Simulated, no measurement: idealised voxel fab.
The process module presented herein is designated voxel plated lines.
The cross-section shown here is cut; it is 235 nm wide and divided into square cells measuring 5 nm on a side.
Cross-section format: a grid of square cells, given as bands from top to bottom; each band is one or more rows of cells. Read a band's entry like this: the first values are the height of its top and the height of its bottom in nm, and what follows is the sequence of materials from left to right, each with its width in nm. Note that "air" is empty space, and that a single material marked "everywhere" reaches across the band from edge to edge. Where do heights start? At 0: under that level the wafer as delivered is made of one material only. And the lowest band has no floor; it just carries on downward, as in "0 down". The notation "30 to 40" denotes a width that varies across the rows of cells in the band, beginning at the first number in the top row, finishing at the second number in the bottom row, and changing by an identical amount from each row to the next. Basically "identical to before" means that step didn't change any cell in the cross-section. The entry "Closed void list" lists the empty spaces that cover at least 8 cells and have no open path to the top. Each is written as width x height at distance, where the distance is measured from the left edge and all three values are in nm. The remark found on a step's line after its settings is issued by the simulator itself and pertains to that step. overlay nm: on a step with a mask, how far right of its planned place the mask lay; negative means left.

**Set out below are the planned steps of the process**
1 RECEIVE,material Si
2 CONFORMAL_DEP,material Al2O3,thk nm 5
3 DIRECTIONAL_DEP,material TiN,thk nm 5
4 PATTERN,tone open,mask id LINES,material resist,width nm 15,pitch nm 55,thk nm 30,overlay nm 0
5 EPI,material Ru,thk nm 5
6 EPI,material Ru,thk nm 5
7 STRIP,etch materials resist
8 DIRECTIONAL_ETCH,etch materials TiN,depth nm 5
9 CONFORMAL_DEP,material SiN,thk nm 10
Don't read the plan's width nm for step 4 as applying to every wafer: that's the first wafer's value, and the wafers differ in it, though they all start identical.

**Step 1 complete: as-received cross-section of the first of several wafers**
	0 down  Si everywhere
	Closed void list: none

**Cross-section of the first of several wafers, taken after step 9, where the module ends**
	30 to 20  air 15 nm / SiN 35 nm / air 20 nm / SiN 35 nm / air 20 nm / SiN 35 nm / air 20 nm / SiN 35 nm / air 20 nm
	20 to 15  air 15 nm / SiN 10 nm / Ru 15 nm / SiN 10 nm / air 20 nm / SiN 10 nm / Ru 15 nm / SiN 10 nm / air 20 nm / SiN 10 nm / Ru 15 nm / SiN 10 nm / air 20 nm / SiN 10 nm / Ru 15 nm / SiN 10 nm / air 20 nm
	15 to 10  SiN 25 nm / Ru 15 nm / SiN 40 nm / Ru 15 nm / SiN 40 nm / Ru 15 nm / SiN 40 nm / Ru 15 nm / SiN 30 nm
	10 to 5  SiN 25 nm / TiN 15 nm / SiN 40 nm / TiN 15 nm / SiN 40 nm / TiN 15 nm / SiN 40 nm / TiN 15 nm / SiN 30 nm
	5 to 0  Al2O3 everywhere
	0 down  Si everywhere
	Closed void list: none

**Final wafer of several, shown in cross-section at the end of the module**
	30 to 20  air 5 nm / SiN 225 nm / air 5 nm
	20 to 15  air 5 nm / SiN 10 nm / Ru 40 nm / SiN 15 nm / Ru 40 nm / SiN 15 nm / Ru 40 nm / SiN 15 nm / Ru 40 nm / SiN 10 nm / air 5 nm
	15 to 10  SiN 15 nm / Ru 40 nm / SiN 15 nm / Ru 40 nm / SiN 15 nm / Ru 40 nm / SiN 15 nm / Ru 40 nm / SiN 15 nm
	10 to 5  SiN 15 nm / TiN 40 nm / SiN 15 nm / TiN 40 nm / SiN 15 nm / TiN 40 nm / SiN 15 nm / TiN 40 nm / SiN 15 nm
	5 to 0  Al2O3 everywhere
	0 down  Si everywhere
	Closed void list: none

**Per wafer (row), end of module: delta in cells per material since receipt, (+) for gained, (-) for lost; closed voids after that**
width nm 15, +47 Al2O3, +24 Ru, +142 SiN, +12 TiN, Closed void list: none
width nm 20, +47 Al2O3, +32 Ru, +142 SiN, +16 TiN, Closed void list: none
width nm 25, +47 Al2O3, +40 Ru, +142 SiN, +20 TiN, Closed void list: none
width nm 30, +47 Al2O3, +48 Ru, +142 SiN, +24 TiN, Closed void list: none
width nm 35, +47 Al2O3, +56 Ru, +142 SiN, +28 TiN, Closed void list: none
width nm 40, +47 Al2O3, +64 Ru, +133 SiN, +32 TiN, Closed void list: none
